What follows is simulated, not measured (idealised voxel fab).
Process module name: voxel released beams
We display cut, a cross-section 180 nm in width whose square cells are each 5 nm.
A cross-section in this document is a grid of square cells, and it is written down as bands, the top band listed before the ones below it; a band is made up of one or more rows of cells. It is stipulated that each band's entry specify, in nanometres, the height of the top of the band and then that of its bottom, followed by the materials of the band in left-to-right sequence, each together with its width in nanometres. A single material marked by the word "full width" is understood to fill the band from edge to edge; the word "empty" is understood to denote empty space. Counting heights begins at 0, where everything beneath is, in the wafer as received, one material. The lowest band has no bottom; it goes on downwards, as "0 and below" shows. It should be noted that a width expressed as "30..40" varies in equal increments from row to row of cells within the band, taking the value of the first number at the top row and that of the second number at the bottom row. The cross-section has no changed cell in any step marked "changes: none". Voids not open to the top, 8 cells minimum: see "Closed void inventory". Written width x height at distance; distance is from the left edge; nm. On a step's line, text after the settings is the simulator commenting on that step. overlay nm: mask right of planned place by this much (step with mask). Neg. = left.

-- Process steps foreseen in the plan
1 RECEIVE,material Si
2 CONFORMAL_DEP,material SiN,thk nm 5
3 DIRECTIONAL_DEP,material SiO2,thk nm 15
4 DIRECTIONAL_DEP,material aC,thk nm 15
5 PATTERN,tone open,mask id ANCHOR,material resist,width nm 25,thk nm 30,overlay nm 0
6 DIRECTIONAL_ETCH,etch materials aC,depth nm 15
7 STRIP,etch materials resist
8 DIRECTIONAL_ETCH,etch materials SiO2,depth nm 15
9 STRIP,etch materials aC
10 CONFORMAL_DEP,material polySi,thk nm 10
11 DIRECTIONAL_DEP,material aC,thk nm 15
12 PATTERN,tone cover,mask id BEAM,material resist,width nm 110,thk nm 30,overlay nm 0
13 DIRECTIONAL_ETCH,etch materials aC,depth nm 15
14 STRIP,etch materials resist
15 DIRECTIONAL_ETCH,etch materials polySi,depth nm 10
16 STRIP,etch materials aC
17 STRIP,etch materials SiO2

-- What follows covers the first of two wafers; it ran as planned

-- Incoming wafer, cross-sectional view, post step 1
    0 and below: Si full width
    Closed void inventory: none

-- Cross-section through the wafer, step 2 finished
    5 down to 0: SiN full width
    Everything below 0 is unchanged.

-- Cross-section through the wafer, step 3 finished
    20 down to 5: SiO2 full width
    Everything below 5 is unchanged.

-- Cross-section through the wafer, step 4 finished
    35 down to 20: aC full width
    Everything below 20 is unchanged.

-- Cross-section through the wafer, step 5 finished
    65 down to 35: 35 resist, then 25 empty, then 120 resist
    Everything below 35 is unchanged.

-- Cross-section through the wafer, step 6 finished
    50 down to 35: 35 resist, then 25 empty, then 120 resist
    35 down to 20: 35 aC, then 25 empty, then 120 aC
    Everything below 20 is unchanged.

-- Cross-section through the wafer, step 7 finished
    35 down to 20: 35 aC, then 25 empty, then 120 aC
    Everything below 20 is unchanged.

-- Cross-section through the wafer, step 8 finished
    35 down to 20: 35 aC, then 25 empty, then 120 aC
    20 down to 5: 35 SiO2, then 25 empty, then 120 SiO2
    Everything below 5 is unchanged.

-- Cross-section through the wafer, step 9 finished
    20 down to 5: 35 SiO2, then 25 empty, then 120 SiO2
    Everything below 5 is unchanged.

-- Cross-section through the wafer, step 10 finished
    30 down to 20: 45 polySi, then 5 empty, then 130 polySi
    20 down to 15: 35 SiO2, then 10 polySi, then 5 empty, then 10 polySi, then 120 SiO2
    15 down to 5: 35 SiO2, then 25 polySi, then 120 SiO2
    Everything below 5 is unchanged.

-- Cross-section through the wafer, step 11 finished
    45 down to 30: 45 aC, then 5 empty, then 130 aC
    30 down to 20: 45 polySi, then 5 aC, then 130 polySi
    20 down to 15: 35 SiO2, then 10 polySi, then 5 aC, then 10 polySi, then 120 SiO2
    Everything below 15 is unchanged.

-- Cross-section through the wafer, step 12 finished
    75 down to 45: 30 empty, then 110 resist, then 40 empty
    45 down to 30: 45 aC, then 5 resist, then 130 aC
    Everything below 30 is unchanged.

-- Cross-section through the wafer, step 13 finished
    60 down to 45: 30 empty, then 110 resist, then 40 empty
    45 down to 30: 30 empty, then 15 aC, then 5 resist, then 90 aC, then 40 empty
    Everything below 30 is unchanged.

-- Cross-section through the wafer, step 14 finished
    45 down to 30: 30 empty, then 15 aC, then 5 empty, then 90 aC, then 40 empty
    Everything below 30 is unchanged.

-- Cross-section through the wafer, step 15 finished
    45 down to 30: 30 empty, then 15 aC, then 5 empty, then 90 aC, then 40 empty
    30 down to 20: 30 empty, then 15 polySi, then 5 aC, then 90 polySi, then 40 empty
    Everything below 20 is unchanged.

-- Cross-section through the wafer, step 16 finished
    30 down to 20: 30 empty, then 15 polySi, then 5 empty, then 90 polySi, then 40 empty
    20 down to 15: 35 SiO2, then 10 polySi, then 5 empty, then 10 polySi, then 120 SiO2
    Everything below 15 is unchanged.

-- Cross-section through the wafer, step 17 finished
    30 down to 20: 30 empty, then 15 polySi, then 5 empty, then 90 polySi, then 40 empty
    20 down to 15: 35 empty, then 10 polySi, then 5 empty, then 10 polySi, then 120 empty
    15 down to 5: 35 empty, then 25 polySi, then 120 empty
    Everything below 5 is unchanged.

-- Wafer two: like wafer one in start and plan, but with one mistake in execution; identical up to and including step 1

-- Cross-section of the second wafer when, according to plan, step 2 should have finished
    15 down to 0: SiO2 full width
    Everything below 0 is unchanged.

-- Cross-section of the second wafer when, according to plan, step 3 should have finished
    20 down to 15: SiN full width
    Everything below 15 is unchanged.

-- Cross-section of the second wafer when, according to plan, step 4 should have finished
    35 down to 20: aC full width
    Everything below 20 is unchanged.

-- Cross-section of the second wafer when, according to plan, step 5 should have finished
    65 down to 35: 35 resist, then 25 empty, then 120 resist
    Everything below 35 is unchanged.

-- Cross-section of the second wafer when, according to plan, step 6 should have finished
    50 down to 35: 35 resist, then 25 empty, then 120 resist
    35 down to 20: 35 aC, then 25 empty, then 120 aC
    Everything below 20 is unchanged.

-- Cross-section of the second wafer when, according to plan, step 7 should have finished
    35 down to 20: 35 aC, then 25 empty, then 120 aC
    Everything below 20 is unchanged.

Cross-section of the second wafer when, according to plan, step 8 should have finished: changes: none

-- Cross-section of the second wafer when, according to plan, step 9 should have finished
    20 down to 15: SiN full width
    Everything below 15 is unchanged.

-- Cross-section of the second wafer when, according to plan, step 10 should have finished
    30 down to 20: polySi full width
    Everything below 20 is unchanged.

-- Cross-section of the second wafer when, according to plan, step 11 should have finished
    45 down to 30: aC full width
    Everything below 30 is unchanged.

-- Cross-section of the second wafer when, according to plan, step 12 should have finished
    75 down to 45: 30 empty, then 110 resist, then 40 empty
    Everything below 45 is unchanged.

-- Cross-section of the second wafer when, according to plan, step 13 should have finished
    60 down to 45: 30 empty, then 110 resist, then 40 empty
    45 down to 30: 30 empty, then 110 aC, then 40 empty
    Everything below 30 is unchanged.

-- Cross-section of the second wafer when, according to plan, step 14 should have finished
    45 down to 30: 30 empty, then 110 aC, then 40 empty
    Everything below 30 is unchanged.

-- Cross-section of the second wafer when, according to plan, step 15 should have finished
    45 down to 30: 30 empty, then 110 aC, then 40 empty
    30 down to 20: 30 empty, then 110 polySi, then 40 empty
    Everything below 20 is unchanged.

-- Cross-section of the second wafer when, according to plan, step 16 should have finished
    30 down to 20: 30 empty, then 110 polySi, then 40 empty
    Everything below 20 is unchanged.

Cross-section of the second wafer when, according to plan, step 17 should have finished: changes: none
Here's what went sideways: plan vs actual: 2 and 3 interchanged
The second wafer ends with more or fewer cells of some materials than the first, per final count: SiO2 +108, polySi -12
